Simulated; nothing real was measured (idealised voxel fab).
Process module heading - voxel lift off
Section shown: cut. Width: 140 nm. Cell size: 5 nm, square.
We lay out every cross-section as a grid of square cells and spell it out in bands from the top down, where one band means one or more rows of cells. Band entry format. Leading values: height of top, height of bottom, nm. Remainder: materials in left-to-right order, each with its width in nm. Special words: "all across" on a single material, which then fills the band edge to edge; "blank", empty space. Basically, 0 is our baseline, since under it the wafer straight out of the box is all one material. The bottom band has no lower end and keeps on going down, so it looks like "from 0 down". Width: "30 to 40" (first number = top row, second number = bottom row, same change from row to row of cells). The designation "everything unchanged", where it is given for a processing step, indicates that no cell of the cross-section was altered in the course of that step. The label "Listed closed voids" introduces a list of the empty spaces, 8 cells or larger, that have no open way up to the top; each entry in it reads width x height at distance, where the distance is taken from the left edge and all three are stated in nm. If you see something after the settings on a step's line, that's the simulator's own remark about that step. "overlay nm" answers the question of how far to the right of plan the mask lay on a step that has a mask, and when it is negative the answer is to the left.
**These are the steps we planned for the process**
1,RECEIVE,material Si
2,CONFORMAL_DEP,material Al2O3,thk nm 5
3,PATTERN,tone open,mask id LINES,material resist,width nm 20,pitch nm 45,thk nm 20,overlay nm 0
4,DIRECTIONAL_DEP,material Ru,thk nm 5
5,STRIP,etch materials resist
6,CONFORMAL_DEP,material SiCN,thk nm 5
**Cross-section of the wafer upon arrival, representing the state reached after step 1**
* from 0 down: Si all across
* Listed closed voids: none
**Wafer at module end, in section. Began as above, planned as above, run with one mistake**
* from 15 to 10: blank=15, then SiCN=25, then blank=20, then SiCN=25, then blank=20, then SiCN=25, then blank=10
* from 10 to 5: SiCN=20, then Ru=15, then SiCN=30, then Ru=15, then SiCN=30, then Ru=15, then SiCN=15
* from 5 to 0: Al2O3 all across
* from 0 down: Si all across
* Listed closed voids: none
What broke from the plan during processing? step 3 deviated from plan and actually ran as PATTERN,tone open,mask id LINES,material resist,width nm 15,pitch nm 45,thk nm 20,overlay nm 0
